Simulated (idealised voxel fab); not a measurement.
process module | voxel trench capacitor
cross-section cut | 190 nm wide | cells 5 nm
A cross-section is a grid of square cells, given in bands from the top down. A band is one or more rows of cells.
Each band's line starts with the height of the band's top and of its bottom, in nm. Then come its materials from left to right, each with its width in nm. One material with "throughout" fills the band from edge to edge. "air" is empty space.
Height 0 is the level under which the wafer as received is all one material. The lowest band goes on downwards, as in "0 down".
A width such as "30 to 40" changes by the same amount from each row of cells to the next, from the band's top row to its bottom row.
"no change" after a step means that no cell of the cross-section changed.
closed voids: empty space of 8 cells or more with no open way to the top, each as width x height at its distance from the left edge, in nm
after a step's settings: what the simulator itself notes on the step
overlay nm, on a step with a mask: how far to the right of its planned place the mask lay; to the left if negative
plan
1 op RECEIVE | material Si
2 op CONFORMAL_DEP | material SiN | thk nm 5
3 op DIRECTIONAL_DEP | material aC | thk nm 10
4 op PATTERN | tone open | mask id TRENCH | material resist | width nm 30 | pitch nm 55 | thk nm 25 | overlay nm 0
5 op DIRECTIONAL_ETCH | etch materials aC | depth nm 10
6 op STRIP | etch materials resist
7 op DIRECTIONAL_ETCH | etch materials SiN | depth nm 5
8 op DIRECTIONAL_ETCH | etch materials Si | depth nm 30
9 op STRIP | etch materials aC
10 op CONFORMAL_DEP | material HfO2 | thk nm 5
11 op CONFORMAL_DEP | material TiN | thk nm 5
12 op FILL_DEP | material W | thk nm 10
13 op CMP | height nm 5
as received, after step 1
  0 down: Si throughout
  closed voids: none
a wafer at the end: this start, this plan, one mistake
  5 to 0: SiN 25 | HfO2 5 | TiN 5 | W 10 | TiN 5 | HfO2 5 | SiN 25 | HfO2 5 | TiN 5 | W 10 | TiN 5 | HfO2 5 | SiN 25 | HfO2 5 | TiN 5 | W 10 | TiN 5 | HfO2 5 | SiN 25
  0 to -25: Si 25 | HfO2 5 | TiN 5 | W 10 | TiN 5 | HfO2 5 | Si 25 | HfO2 5 | TiN 5 | W 10 | TiN 5 | HfO2 5 | Si 25 | HfO2 5 | TiN 5 | W 10 | TiN 5 | HfO2 5 | Si 25
  -25 to -30: Si 25 | HfO2 5 | TiN 20 | HfO2 5 | Si 25 | HfO2 5 | TiN 20 | HfO2 5 | Si 25 | HfO2 5 | TiN 20 | HfO2 5 | Si 25
  -30 to -35: Si 25 | HfO2 30 | Si 25 | HfO2 30 | Si 25 | HfO2 30 | Si 25
  -35 down: Si throughout
  closed voids: none
what went wrong: step 8 ran as: op DIRECTIONAL_ETCH | etch materials Si | depth nm 35
